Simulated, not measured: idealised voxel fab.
The following is a process module called voxel transistor to metal.
Cross-section cut spans 250 nm and uses square cells 5 nm in size.
Cross-section spec: square-cell grid; bands listed top down; each band is one or more rows.
The band entry comprises the height of the band's top followed by the height of its bottom, expressed in nm, and subsequently the band's materials from left to right, each stated together with its width in nm. Where a single material is marked with the word "full width", that material fills the band from edge to edge. The word "air" represents empty space.
Heads up on the height convention: 0 is the point under which the incoming wafer is all one material, and the lowest band has no bottom, it just keeps going down, like "0 -> down".
It should be noted that a width expressed as "30 to 40" varies in equal increments from row to row of cells within the band, taking the value of the first number at the top row and that of the second number at the bottom row.
When a step is marked "no alteration", none of the cells in the cross-section changed during that step.
Basically, "Entrapped voids" tells you about the enclosed voids: empty spaces with no open way to the top, 8 cells or bigger, each written width x height at distance, where distance is from the left edge, all in nm.
Past the settings on a step's line: simulator remark, on that step.
overlay nm: mask offset rightward from planned place, masked step; negative means leftward offset.

### Process steps (planned)
1) RECEIVE | material Si
2) CONFORMAL_DEP | material SiO2 | thk nm 5
3) CONFORMAL_DEP | material SiN | thk nm 10
4) PATTERN | tone cover | mask id ACTIVE | material resist | width nm 95 | pitch nm 125 | thk nm 15 | overlay nm 0
5) DIRECTIONAL_ETCH | etch materials SiN | depth nm 10
6) DIRECTIONAL_ETCH | etch materials SiO2 | depth nm 5
7) DIRECTIONAL_ETCH | etch materials Si | depth nm 25
8) STRIP | etch materials resist
9) FILL_DEP | material SiO2 | thk nm 5
10) CMP | height nm 15
11) SELECTIVE_ETCH | etch materials SiO2 | depth nm 5
12) STRIP | etch materials SiN
13) SELECTIVE_ETCH | etch materials SiO2 | depth nm 5
14) OXIDIZE | depth nm 5
15) DIRECTIONAL_DEP | material polySi | thk nm 25
16) DIRECTIONAL_DEP | material SiCN | thk nm 15
17) PATTERN | tone cover | mask id GATE | material resist | width nm 25 | pitch nm 125 | thk nm 20 | overlay nm 0
18) DIRECTIONAL_ETCH | etch materials SiCN | depth nm 25
19) DIRECTIONAL_ETCH | etch materials polySi | depth nm 35
20) STRIP | etch materials resist
21) CONFORMAL_DEP | material SiO2 | thk nm 5
22) DIRECTIONAL_ETCH | etch materials SiO2 | depth nm 5
23) CONFORMAL_DEP | material SiN | thk nm 10
24) DIRECTIONAL_ETCH | etch materials SiN | depth nm 10
25) DIRECTIONAL_ETCH | etch materials SiO2 | depth nm 5
26) DIRECTIONAL_ETCH | etch materials Si | depth nm 5
27) EPI | material pSi | thk nm 10
28) FILL_DEP | material SiO2 | thk nm 10
29) CMP | height nm 40
30) DIRECTIONAL_DEP | material SiO2 | thk nm 15
31) DIRECTIONAL_DEP | material aC | thk nm 10
32) PATTERN | tone open | mask id CONTACT | material resist | width nm 25 | thk nm 25 | overlay nm 0
33) DIRECTIONAL_ETCH | etch materials aC | depth nm 10
34) STRIP | etch materials resist
35) DIRECTIONAL_ETCH | etch materials SiO2 | depth nm 50
36) STRIP | etch materials aC
37) CONFORMAL_DEP | material TiN | thk nm 5
38) FILL_DEP | material Ru | thk nm 5
39) CMP | height nm 55
40) DIRECTIONAL_DEP | material TiN | thk nm 5
41) DIRECTIONAL_DEP | material Ru | thk nm 25
42) MASKED_ETCH | tone cover | mask id METAL_1 | width nm 15 | etch materials Ru | depth nm 25 | overlay nm 0
43) MASKED_ETCH | tone cover | mask id METAL_1 | width nm 15 | etch materials TiN | depth nm 5 | overlay nm 0
44) CONFORMAL_DEP | material SiN | thk nm 5
45) FILL_DEP | material lowk | thk nm 10
46) CMP | height nm 85
47) CONFORMAL_DEP | material SiCN | thk nm 5
48) DIRECTIONAL_DEP | material lowk | thk nm 30
49) MASKED_ETCH | tone open | mask id METAL_2 | width nm 15 | pitch nm 125 | etch materials lowk | depth nm 20 | overlay nm 0
50) DIRECTIONAL_DEP | material aC | thk nm 15
51) PATTERN | tone open | mask id METAL_2_HOLES | material resist | width nm 15 | pitch nm 125 | thk nm 30 | overlay nm 0
52) DIRECTIONAL_ETCH | etch materials aC | depth nm 15
53) STRIP | etch materials resist
54) DIRECTIONAL_ETCH | etch materials lowk | depth nm 10
55) DIRECTIONAL_ETCH | etch materials SiCN | depth nm 5
56) STRIP | etch materials aC
57) CONFORMAL_DEP | material TiN | thk nm 5
58) FILL_DEP | material Ru | thk nm 5
59) CMP | height nm 120
60) CONFORMAL_DEP | material SiN | thk nm 5

### On the first of the two wafers: run conducted according to plan

### This is the cross-section of the wafer as we received it, i.e. after step 1
  0 -> down | Si full width
  Entrapped voids: none

### The wafer in cross-section once step 2 is complete
  5 -> 0 | SiO2 full width
  Below a height of 0, the structure has not been altered.

### The wafer in cross-section once step 3 is complete
  15 -> 5 | SiN full width
  Below a height of 5, the structure has not been altered.

### The wafer in cross-section once step 4 is complete
  30 -> 15 | air 15 | resist 95 | air 30 | resist 95 | air 15
  Below a height of 15, the structure has not been altered.

### The wafer in cross-section once step 5 is complete
  30 -> 15 | air 15 | resist 95 | air 30 | resist 95 | air 15
  15 -> 5 | air 15 | SiN 95 | air 30 | SiN 95 | air 15
  Below a height of 5, the structure has not been altered.

### The wafer in cross-section once step 6 is complete
  30 -> 15 | air 15 | resist 95 | air 30 | resist 95 | air 15
  15 -> 5 | air 15 | SiN 95 | air 30 | SiN 95 | air 15
  5 -> 0 | air 15 | SiO2 95 | air 30 | SiO2 95 | air 15
  Below a height of 0, the structure has not been altered.

### The wafer in cross-section once step 7 is complete
  30 -> 15 | air 15 | resist 95 | air 30 | resist 95 | air 15
  15 -> 5 | air 15 | SiN 95 | air 30 | SiN 95 | air 15
  5 -> 0 | air 15 | SiO2 95 | air 30 | SiO2 95 | air 15
  0 -> -25 | air 15 | Si 95 | air 30 | Si 95 | air 15
  Below a height of -25, the structure has not been altered.

### The wafer in cross-section once step 8 is complete
  15 -> 5 | air 15 | SiN 95 | air 30 | SiN 95 | air 15
  Below a height of 5, the structure has not been altered.

### The wafer in cross-section once step 9 is complete
  20 -> 15 | SiO2 full width
  15 -> 5 | SiO2 15 | SiN 95 | SiO2 30 | SiN 95 | SiO2 15
  5 -> 0 | SiO2 full width
  0 -> -25 | SiO2 15 | Si 95 | SiO2 30 | Si 95 | SiO2 15
  Below a height of -25, the structure has not been altered.

### The wafer in cross-section once step 10 is complete
  15 -> 5 | SiO2 15 | SiN 95 | SiO2 30 | SiN 95 | SiO2 15
  Below a height of 5, the structure has not been altered.

### The wafer in cross-section once step 11 is complete
  15 -> 10 | air 15 | SiN 95 | air 30 | SiN 95 | air 15
  Below a height of 10, the structure has not been altered.

### The wafer in cross-section once step 12 is complete
  10 -> 5 | SiO2 15 | air 95 | SiO2 30 | air 95 | SiO2 15
  Below a height of 5, the structure has not been altered.

### The wafer in cross-section once step 13 is complete
  5 -> 0 | SiO2 10 | air 105 | SiO2 20 | air 105 | SiO2 10
  Below a height of 0, the structure has not been altered.

### The wafer in cross-section once step 14 is complete
  5 -> 0 | SiO2 10 | air 105 | SiO2 20 | air 105 | SiO2 10
  0 -> -5 | SiO2 full width
  Below a height of -5, the structure has not been altered.

### The wafer in cross-section once step 15 is complete
  30 -> 25 | polySi 10 | air 105 | polySi 20 | air 105 | polySi 10
  25 -> 5 | polySi full width
  5 -> 0 | SiO2 10 | polySi 105 | SiO2 20 | polySi 105 | SiO2 10
  Below a height of 0, the structure has not been altered.

### The wafer in cross-section once step 16 is complete
  45 -> 40 | SiCN 10 | air 105 | SiCN 20 | air 105 | SiCN 10
  40 -> 30 | SiCN full width
  30 -> 25 | polySi 10 | SiCN 105 | polySi 20 | SiCN 105 | polySi 10
  Below a height of 25, the structure has not been altered.

### The wafer in cross-section once step 17 is complete
  65 -> 45 | air 50 | resist 25 | air 100 | resist 25 | air 50
  45 -> 40 | SiCN 10 | air 40 | resist 25 | air 40 | SiCN 20 | air 40 | resist 25 | air 40 | SiCN 10
  Below a height of 40, the structure has not been altered.

### The wafer in cross-section once step 18 is complete
  65 -> 40 | air 50 | resist 25 | air 100 | resist 25 | air 50
  40 -> 30 | air 50 | SiCN 25 | air 100 | SiCN 25 | air 50
  30 -> 25 | polySi 10 | air 40 | SiCN 25 | air 40 | polySi 20 | air 40 | SiCN 25 | air 40 | polySi 10
  Below a height of 25, the structure has not been altered.

### The wafer in cross-section once step 19 is complete
  65 -> 40 | air 50 | resist 25 | air 100 | resist 25 | air 50
  40 -> 25 | air 50 | SiCN 25 | air 100 | SiCN 25 | air 50
  25 -> 5 | air 50 | polySi 25 | air 100 | polySi 25 | air 50
  5 -> 0 | SiO2 10 | air 40 | polySi 25 | air 40 | SiO2 20 | air 40 | polySi 25 | air 40 | SiO2 10
  Below a height of 0, the structure has not been altered.

### The wafer in cross-section once step 20 is complete
  40 -> 25 | air 50 | SiCN 25 | air 100 | SiCN 25 | air 50
  Below a height of 25, the structure has not been altered.

### The wafer in cross-section once step 21 is complete
  45 -> 40 | air 45 | SiO2 35 | air 90 | SiO2 35 | air 45
  40 -> 25 | air 45 | SiO2 5 | SiCN 25 | SiO2 5 | air 90 | SiO2 5 | SiCN 25 | SiO2 5 | air 45
  25 -> 10 | air 45 | SiO2 5 | polySi 25 | SiO2 5 | air 90 | SiO2 5 | polySi 25 | SiO2 5 | air 45
  10 -> 5 | SiO2 15 | air 30 | SiO2 5 | polySi 25 | SiO2 5 | air 30 | SiO2 30 | air 30 | SiO2 5 | polySi 25 | SiO2 5 | air 30 | SiO2 15
  5 -> 0 | SiO2 50 | polySi 25 | SiO2 100 | polySi 25 | SiO2 50
  Below a height of 0, the structure has not been altered.

### The wafer in cross-section once step 22 is complete
  40 -> 25 | air 45 | SiO2 5 | SiCN 25 | SiO2 5 | air 90 | SiO2 5 | SiCN 25 | SiO2 5 | air 45
  25 -> 5 | air 45 | SiO2 5 | polySi 25 | SiO2 5 | air 90 | SiO2 5 | polySi 25 | SiO2 5 | air 45
  5 -> 0 | SiO2 15 | air 30 | SiO2 5 | polySi 25 | SiO2 5 | air 30 | SiO2 30 | air 30 | SiO2 5 | polySi 25 | SiO2 5 | air 30 | SiO2 15
  Below a height of 0, the structure has not been altered.

### The wafer in cross-section once step 23 is complete
  50 -> 40 | air 35 | SiN 55 | air 70 | SiN 55 | air 35
  40 -> 25 | air 35 | SiN 10 | SiO2 5 | SiCN 25 | SiO2 5 | SiN 10 | air 70 | SiN 10 | SiO2 5 | SiCN 25 | SiO2 5 | SiN 10 | air 35
  25 -> 15 | air 35 | SiN 10 | SiO2 5 | polySi 25 | SiO2 5 | SiN 10 | air 70 | SiN 10 | SiO2 5 | polySi 25 | SiO2 5 | SiN 10 | air 35
  15 -> 10 | SiN 25 | air 10 | SiN 10 | SiO2 5 | polySi 25 | SiO2 5 | SiN 10 | air 10 | SiN 50 | air 10 | SiN 10 | SiO2 5 | polySi 25 | SiO2 5 | SiN 10 | air 10 | SiN 25
  10 -> 5 | SiN 45 | SiO2 5 | polySi 25 | SiO2 5 | SiN 90 | SiO2 5 | polySi 25 | SiO2 5 | SiN 45
  5 -> 0 | SiO2 15 | SiN 30 | SiO2 5 | polySi 25 | SiO2 5 | SiN 30 | SiO2 30 | SiN 30 | SiO2 5 | polySi 25 | SiO2 5 | SiN 30 | SiO2 15
  Below a height of 0, the structure has not been altered.

### The wafer in cross-section once step 24 is complete
  40 -> 25 | air 35 | SiN 10 | SiO2 5 | SiCN 25 | SiO2 5 | SiN 10 | air 70 | SiN 10 | SiO2 5 | SiCN 25 | SiO2 5 | SiN 10 | air 35
  25 -> 5 | air 35 | SiN 10 | SiO2 5 | polySi 25 | SiO2 5 | SiN 10 | air 70 | SiN 10 | SiO2 5 | polySi 25 | SiO2 5 | SiN 10 | air 35
  5 -> 0 | SiO2 15 | SiN 10 | air 10 | SiN 10 | SiO2 5 | polySi 25 | SiO2 5 | SiN 10 | air 10 | SiN 10 | SiO2 30 | SiN 10 | air 10 | SiN 10 | SiO2 5 | polySi 25 | SiO2 5 | SiN 10 | air 10 | SiN 10 | SiO2 15
  Below a height of 0, the structure has not been altered.

### The wafer in cross-section once step 25 is complete
  40 -> 35 | air 35 | SiN 10 | air 5 | SiCN 25 | air 5 | SiN 10 | air 70 | SiN 10 | air 5 | SiCN 25 | air 5 | SiN 10 | air 35
  35 -> 25 | air 35 | SiN 10 | SiO2 5 | SiCN 25 | SiO2 5 | SiN 10 | air 70 | SiN 10 | SiO2 5 | SiCN 25 | SiO2 5 | SiN 10 | air 35
  25 -> 5 | air 35 | SiN 10 | SiO2 5 | polySi 25 | SiO2 5 | SiN 10 | air 70 | SiN 10 | SiO2 5 | polySi 25 | SiO2 5 | SiN 10 | air 35
  5 -> 0 | air 15 | SiN 10 | air 10 | SiN 10 | SiO2 5 | polySi 25 | SiO2 5 | SiN 10 | air 10 | SiN 10 | air 30 | SiN 10 | air 10 | SiN 10 | SiO2 5 | polySi 25 | SiO2 5 | SiN 10 | air 10 | SiN 10 | air 15
  0 -> -5 | SiO2 25 | air 10 | SiO2 55 | air 10 | SiO2 50 | air 10 | SiO2 55 | air 10 | SiO2 25
  Below a height of -5, the structure has not been altered.

### The wafer in cross-section once step 26 is complete
  40 -> 35 | air 35 | SiN 10 | air 5 | SiCN 25 | air 5 | SiN 10 | air 70 | SiN 10 | air 5 | SiCN 25 | air 5 | SiN 10 | air 35
  35 -> 25 | air 35 | SiN 10 | SiO2 5 | SiCN 25 | SiO2 5 | SiN 10 | air 70 | SiN 10 | SiO2 5 | SiCN 25 | SiO2 5 | SiN 10 | air 35
  25 -> 5 | air 35 | SiN 10 | SiO2 5 | polySi 25 | SiO2 5 | SiN 10 | air 70 | SiN 10 | SiO2 5 | polySi 25 | SiO2 5 | SiN 10 | air 35
  5 -> 0 | air 15 | SiN 10 | air 10 | SiN 10 | SiO2 5 | polySi 25 | SiO2 5 | SiN 10 | air 10 | SiN 10 | air 30 | SiN 10 | air 10 | SiN 10 | SiO2 5 | polySi 25 | SiO2 5 | SiN 10 | air 10 | SiN 10 | air 15
  0 -> -5 | SiO2 25 | air 10 | SiO2 55 | air 10 | SiO2 50 | air 10 | SiO2 55 | air 10 | SiO2 25
  -5 -> -10 | SiO2 15 | Si 10 | air 10 | Si 55 | air 10 | Si 10 | SiO2 30 | Si 10 | air 10 | Si 55 | air 10 | Si 10 | SiO2 15
  Below a height of -10, the structure has not been altered.

### The wafer in cross-section once step 27 is complete
  40 -> 35 | air 35 | SiN 10 | air 5 | SiCN 25 | air 5 | SiN 10 | air 70 | SiN 10 | air 5 | SiCN 25 | air 5 | SiN 10 | air 35
  35 -> 25 | air 35 | SiN 10 | SiO2 5 | SiCN 25 | SiO2 5 | SiN 10 | air 70 | SiN 10 | SiO2 5 | SiCN 25 | SiO2 5 | SiN 10 | air 35
  25 -> 5 | air 35 | SiN 10 | SiO2 5 | polySi 25 | SiO2 5 | SiN 10 | air 70 | SiN 10 | SiO2 5 | polySi 25 | SiO2 5 | SiN 10 | air 35
  5 -> 0 | air 15 | SiN 10 | pSi 10 | SiN 10 | SiO2 5 | polySi 25 | SiO2 5 | SiN 10 | pSi 10 | SiN 10 | air 30 | SiN 10 | pSi 10 | SiN 10 | SiO2 5 | polySi 25 | SiO2 5 | SiN 10 | pSi 10 | SiN 10 | air 15
  0 -> -5 | SiO2 25 | pSi 10 | SiO2 55 | pSi 10 | SiO2 50 | pSi 10 | SiO2 55 | pSi 10 | SiO2 25
  -5 -> -10 | SiO2 15 | Si 10 | pSi 10 | Si 55 | pSi 10 | Si 10 | SiO2 30 | Si 10 | pSi 10 | Si 55 | pSi 10 | Si 10 | SiO2 15
  Below a height of -10, the structure has not been altered.

### The wafer in cross-section once step 28 is complete
  50 -> 40 | SiO2 full width
  40 -> 25 | SiO2 35 | SiN 10 | SiO2 5 | SiCN 25 | SiO2 5 | SiN 10 | SiO2 70 | SiN 10 | SiO2 5 | SiCN 25 | SiO2 5 | SiN 10 | SiO2 35
  25 -> 5 | SiO2 35 | SiN 10 | SiO2 5 | polySi 25 | SiO2 5 | SiN 10 | SiO2 70 | SiN 10 | SiO2 5 | polySi 25 | SiO2 5 | SiN 10 | SiO2 35
  5 -> 0 | SiO2 15 | SiN 10 | pSi 10 | SiN 10 | SiO2 5 | polySi 25 | SiO2 5 | SiN 10 | pSi 10 | SiN 10 | SiO2 30 | SiN 10 | pSi 10 | SiN 10 | SiO2 5 | polySi 25 | SiO2 5 | SiN 10 | pSi 10 | SiN 10 | SiO2 15
  Below a height of 0, the structure has not been altered.

### The wafer in cross-section once step 29 is complete
  40 -> 25 | SiO2 35 | SiN 10 | SiO2 5 | SiCN 25 | SiO2 5 | SiN 10 | SiO2 70 | SiN 10 | SiO2 5 | SiCN 25 | SiO2 5 | SiN 10 | SiO2 35
  Below a height of 25, the structure has not been altered.

### The wafer in cross-section once step 30 is complete
  55 -> 40 | SiO2 full width
  Below a height of 40, the structure has not been altered.

### The wafer in cross-section once step 31 is complete
  65 -> 55 | aC full width
  Below a height of 55, the structure has not been altered.

### The wafer in cross-section once step 32 is complete
  90 -> 65 | resist 20 | air 25 | resist 35 | air 25 | resist 40 | air 25 | resist 35 | air 25 | resist 20
  Below a height of 65, the structure has not been altered.

### The wafer in cross-section once step 33 is complete
  80 -> 65 | resist 20 | air 25 | resist 35 | air 25 | resist 40 | air 25 | resist 35 | air 25 | resist 20
  65 -> 55 | aC 20 | air 25 | aC 35 | air 25 | aC 40 | air 25 | aC 35 | air 25 | aC 20
  Below a height of 55, the structure has not been altered.

### The wafer in cross-section once step 34 is complete
  65 -> 55 | aC 20 | air 25 | aC 35 | air 25 | aC 40 | air 25 | aC 35 | air 25 | aC 20
  Below a height of 55, the structure has not been altered.

### The wafer in cross-section once step 35 is complete
  65 -> 55 | aC 20 | air 25 | aC 35 | air 25 | aC 40 | air 25 | aC 35 | air 25 | aC 20
  55 -> 40 | SiO2 20 | air 25 | SiO2 35 | air 25 | SiO2 40 | air 25 | SiO2 35 | air 25 | SiO2 20
  40 -> 25 | SiO2 20 | air 15 | SiN 10 | SiO2 5 | SiCN 25 | SiO2 5 | SiN 10 | air 15 | SiO2 40 | air 15 | SiN 10 | SiO2 5 | SiCN 25 | SiO2 5 | SiN 10 | air 15 | SiO2 20
  25 -> 5 | SiO2 20 | air 15 | SiN 10 | SiO2 5 | polySi 25 | SiO2 5 | SiN 10 | air 15 | SiO2 40 | air 15 | SiN 10 | SiO2 5 | polySi 25 | SiO2 5 | SiN 10 | air 15 | SiO2 20
  Below a height of 5, the structure has not been altered.

### The wafer in cross-section once step 36 is complete
  55 -> 40 | SiO2 20 | air 25 | SiO2 35 | air 25 | SiO2 40 | air 25 | SiO2 35 | air 25 | SiO2 20
  Below a height of 40, the structure has not been altered.

### The wafer in cross-section once step 37 is complete
  60 -> 55 | TiN 25 | air 15 | TiN 45 | air 15 | TiN 50 | air 15 | TiN 45 | air 15 | TiN 25
  55 -> 45 | SiO2 20 | TiN 5 | air 15 | TiN 5 | SiO2 35 | TiN 5 | air 15 | TiN 5 | SiO2 40 | TiN 5 | air 15 | TiN 5 | SiO2 35 | TiN 5 | air 15 | TiN 5 | SiO2 20
  45 -> 40 | SiO2 20 | TiN 5 | air 5 | TiN 15 | SiO2 35 | TiN 15 | air 5 | TiN 5 | SiO2 40 | TiN 5 | air 5 | TiN 15 | SiO2 35 | TiN 15 | air 5 | TiN 5 | SiO2 20
  40 -> 25 | SiO2 20 | TiN 5 | air 5 | TiN 5 | SiN 10 | SiO2 5 | SiCN 25 | SiO2 5 | SiN 10 | TiN 5 | air 5 | TiN 5 | SiO2 40 | TiN 5 | air 5 | TiN 5 | SiN 10 | SiO2 5 | SiCN 25 | SiO2 5 | SiN 10 | TiN 5 | air 5 | TiN 5 | SiO2 20
  25 -> 10 | SiO2 20 | TiN 5 | air 5 | TiN 5 | SiN 10 | SiO2 5 | polySi 25 | SiO2 5 | SiN 10 | TiN 5 | air 5 | TiN 5 | SiO2 40 | TiN 5 | air 5 | TiN 5 | SiN 10 | SiO2 5 | polySi 25 | SiO2 5 | SiN 10 | TiN 5 | air 5 | TiN 5 | SiO2 20
  10 -> 5 | SiO2 20 | TiN 15 | SiN 10 | SiO2 5 | polySi 25 | SiO2 5 | SiN 10 | TiN 15 | SiO2 40 | TiN 15 | SiN 10 | SiO2 5 | polySi 25 | SiO2 5 | SiN 10 | TiN 15 | SiO2 20
  Below a height of 5, the structure has not been altered.

### The wafer in cross-section once step 38 is complete
  65 -> 60 | Ru full width
  60 -> 55 | TiN 25 | Ru 15 | TiN 45 | Ru 15 | TiN 50 | Ru 15 | TiN 45 | Ru 15 | TiN 25
  55 -> 45 | SiO2 20 | TiN 5 | Ru 15 | TiN 5 | SiO2 35 | TiN 5 | Ru 15 | TiN 5 | SiO2 40 | TiN 5 | Ru 15 | TiN 5 | SiO2 35 | TiN 5 | Ru 15 | TiN 5 | SiO2 20
  45 -> 40 | SiO2 20 | TiN 5 | Ru 5 | TiN 15 | SiO2 35 | TiN 15 | Ru 5 | TiN 5 | SiO2 40 | TiN 5 | Ru 5 | TiN 15 | SiO2 35 | TiN 15 | Ru 5 | TiN 5 | SiO2 20
  40 -> 25 | SiO2 20 | TiN 5 | Ru 5 | TiN 5 | SiN 10 | SiO2 5 | SiCN 25 | SiO2 5 | SiN 10 | TiN 5 | Ru 5 | TiN 5 | SiO2 40 | TiN 5 | Ru 5 | TiN 5 | SiN 10 | SiO2 5 | SiCN 25 | SiO2 5 | SiN 10 | TiN 5 | Ru 5 | TiN 5 | SiO2 20
  25 -> 10 | SiO2 20 | TiN 5 | Ru 5 | TiN 5 | SiN 10 | SiO2 5 | polySi 25 | SiO2 5 | SiN 10 | TiN 5 | Ru 5 | TiN 5 | SiO2 40 | TiN 5 | Ru 5 | TiN 5 | SiN 10 | SiO2 5 | polySi 25 | SiO2 5 | SiN 10 | TiN 5 | Ru 5 | TiN 5 | SiO2 20
  Below a height of 10, the structure has not been altered.

### The wafer in cross-section once step 39 is complete
  55 -> 45 | SiO2 20 | TiN 5 | Ru 15 | TiN 5 | SiO2 35 | TiN 5 | Ru 15 | TiN 5 | SiO2 40 | TiN 5 | Ru 15 | TiN 5 | SiO2 35 | TiN 5 | Ru 15 | TiN 5 | SiO2 20
  Below a height of 45, the structure has not been altered.

### The wafer in cross-section once step 40 is complete
  60 -> 55 | TiN full width
  Below a height of 55, the structure has not been altered.

### The wafer in cross-section once step 41 is complete
  85 -> 60 | Ru full width
  Below a height of 60, the structure has not been altered.

### The wafer in cross-section once step 42 is complete
  85 -> 60 | air 20 | Ru 15 | air 55 | Ru 15 | air 40 | Ru 15 | air 55 | Ru 15 | air 20
  Below a height of 60, the structure has not been altered.

### The wafer in cross-section once step 43 is complete
  85 -> 60 | air 20 | Ru 15 | air 55 | Ru 15 | air 40 | Ru 15 | air 55 | Ru 15 | air 20
  60 -> 55 | air 20 | TiN 15 | air 55 | TiN 15 | air 40 | TiN 15 | air 55 | TiN 15 | air 20
  Below a height of 55, the structure has not been altered.

### The wafer in cross-section once step 44 is complete
  90 -> 85 | air 15 | SiN 25 | air 45 | SiN 25 | air 30 | SiN 25 | air 45 | SiN 25 | air 15
  85 -> 60 | air 15 | SiN 5 | Ru 15 | SiN 5 | air 45 | SiN 5 | Ru 15 | SiN 5 | air 30 | SiN 5 | Ru 15 | SiN 5 | air 45 | SiN 5 | Ru 15 | SiN 5 | air 15
  60 -> 55 | SiN 20 | TiN 15 | SiN 55 | TiN 15 | SiN 40 | TiN 15 | SiN 55 | TiN 15 | SiN 20
  Below a height of 55, the structure has not been altered.

### The wafer in cross-section once step 45 is complete
  100 -> 90 | lowk full width
  90 -> 85 | lowk 15 | SiN 25 | lowk 45 | SiN 25 | lowk 30 | SiN 25 | lowk 45 | SiN 25 | lowk 15
  85 -> 60 | lowk 15 | SiN 5 | Ru 15 | SiN 5 | lowk 45 | SiN 5 | Ru 15 | SiN 5 | lowk 30 | SiN 5 | Ru 15 | SiN 5 | lowk 45 | SiN 5 | Ru 15 | SiN 5 | lowk 15
  Below a height of 60, the structure has not been altered.

### The wafer in cross-section once step 46 is complete
  85 -> 60 | lowk 15 | SiN 5 | Ru 15 | SiN 5 | lowk 45 | SiN 5 | Ru 15 | SiN 5 | lowk 30 | SiN 5 | Ru 15 | SiN 5 | lowk 45 | SiN 5 | Ru 15 | SiN 5 | lowk 15
  Below a height of 60, the structure has not been altered.

### The wafer in cross-section once step 47 is complete
  90 -> 85 | SiCN full width
  Below a height of 85, the structure has not been altered.

### The wafer in cross-section once step 48 is complete
  120 -> 90 | lowk full width
  Below a height of 90, the structure has not been altered.

### The wafer in cross-section once step 49 is complete
  120 -> 100 | lowk 20 | air 15 | lowk 110 | air 15 | lowk 90
  Below a height of 100, the structure has not been altered.

### The wafer in cross-section once step 50 is complete
  135 -> 120 | aC 20 | air 15 | aC 110 | air 15 | aC 90
  120 -> 115 | lowk 20 | air 15 | lowk 110 | air 15 | lowk 90
  115 -> 100 | lowk 20 | aC 15 | lowk 110 | aC 15 | lowk 90
  Below a height of 100, the structure has not been altered.

### The wafer in cross-section once step 51 is complete
  165 -> 135 | resist 20 | air 15 | resist 110 | air 15 | resist 90
  Below a height of 135, the structure has not been altered.

### The wafer in cross-section once step 52 is complete
  150 -> 135 | resist 20 | air 15 | resist 110 | air 15 | resist 90
  135 -> 120 | aC 20 | air 15 | aC 110 | air 15 | aC 90
  120 -> 100 | lowk 20 | air 15 | lowk 110 | air 15 | lowk 90
  Below a height of 100, the structure has not been altered.

### The wafer in cross-section once step 53 is complete
  135 -> 120 | aC 20 | air 15 | aC 110 | air 15 | aC 90
  Below a height of 120, the structure has not been altered.

### The wafer in cross-section once step 54 is complete
  135 -> 120 | aC 20 | air 15 | aC 110 | air 15 | aC 90
  120 -> 90 | lowk 20 | air 15 | lowk 110 | air 15 | lowk 90
  Below a height of 90, the structure has not been altered.

### The wafer in cross-section once step 55 is complete
  135 -> 120 | aC 20 | air 15 | aC 110 | air 15 | aC 90
  120 -> 90 | lowk 20 | air 15 | lowk 110 | air 15 | lowk 90
  90 -> 85 | SiCN 20 | air 15 | SiCN 110 | air 15 | SiCN 90
  Below a height of 85, the structure has not been altered.

### The wafer in cross-section once step 56 is complete
  120 -> 90 | lowk 20 | air 15 | lowk 110 | air 15 | lowk 90
  Below a height of 90, the structure has not been altered.

### The wafer in cross-section once step 57 is complete
  125 -> 120 | TiN 25 | air 5 | TiN 120 | air 5 | TiN 95
  120 -> 90 | lowk 20 | TiN 5 | air 5 | TiN 5 | lowk 110 | TiN 5 | air 5 | TiN 5 | lowk 90
  90 -> 85 | SiCN 20 | TiN 15 | SiCN 110 | TiN 15 | SiCN 90
  Below a height of 85, the structure has not been altered.

### The wafer in cross-section once step 58 is complete
  130 -> 125 | Ru full width
  125 -> 120 | TiN 25 | Ru 5 | TiN 120 | Ru 5 | TiN 95
  120 -> 90 | lowk 20 | TiN 5 | Ru 5 | TiN 5 | lowk 110 | TiN 5 | Ru 5 | TiN 5 | lowk 90
  Below a height of 90, the structure has not been altered.

### The wafer in cross-section once step 59 is complete
  120 -> 90 | lowk 20 | TiN 5 | Ru 5 | TiN 5 | lowk 110 | TiN 5 | Ru 5 | TiN 5 | lowk 90
  Below a height of 90, the structure has not been altered.

### The wafer in cross-section once step 60 is complete
  125 -> 120 | SiN full width
  Below a height of 120, the structure has not been altered.

### Wafer two of the pair: same origin, same plan, one error during the run; identical to wafer one up to and including step 47

### Cross-section of the second wafer corresponding to the planned conclusion of step 48
  120 -> 90 | Ru full width
  Below a height of 90, the structure has not been altered.

Cross-section of the second wafer corresponding to the planned conclusion of step 49: no alteration

### Cross-section of the second wafer corresponding to the planned conclusion of step 50
  135 -> 120 | aC full width
  Below a height of 120, the structure has not been altered.

### Cross-section of the second wafer corresponding to the planned conclusion of step 51
  165 -> 135 | resist 20 | air 15 | resist 110 | air 15 | resist 90
  Below a height of 135, the structure has not been altered.

### Cross-section of the second wafer corresponding to the planned conclusion of step 52
  150 -> 135 | resist 20 | air 15 | resist 110 | air 15 | resist 90
  135 -> 120 | aC 20 | air 15 | aC 110 | air 15 | aC 90
  Below a height of 120, the structure has not been altered.

### Cross-section of the second wafer corresponding to the planned conclusion of step 53
  135 -> 120 | aC 20 | air 15 | aC 110 | air 15 | aC 90
  Below a height of 120, the structure has not been altered.

Cross-section of the second wafer corresponding to the planned conclusion of step 54: no alteration

Cross-section of the second wafer corresponding to the planned conclusion of step 55: no alteration

### Cross-section of the second wafer corresponding to the planned conclusion of step 56
  120 -> 90 | Ru full width
  Below a height of 90, the structure has not been altered.

### Cross-section of the second wafer corresponding to the planned conclusion of step 57
  125 -> 120 | TiN full width
  Below a height of 120, the structure has not been altered.

### Cross-section of the second wafer corresponding to the planned conclusion of step 58
  130 -> 125 | Ru full width
  Below a height of 125, the structure has not been altered.

### Cross-section of the second wafer corresponding to the planned conclusion of step 59
  120 -> 90 | Ru full width
  Below a height of 90, the structure has not been altered.

### Cross-section of the second wafer corresponding to the planned conclusion of step 60
  125 -> 120 | SiN full width
  Below a height of 120, the structure has not been altered.
The mistake made against the process plan was this: step 48 was run on a setting that differed from the plan, and what really ran there is DIRECTIONAL_DEP | material Ru | thk nm 30
at the end the second wafer has, in cells: 288 more of Ru; 6 more of SiCN; 30 fewer of TiN; 264 fewer of lowk
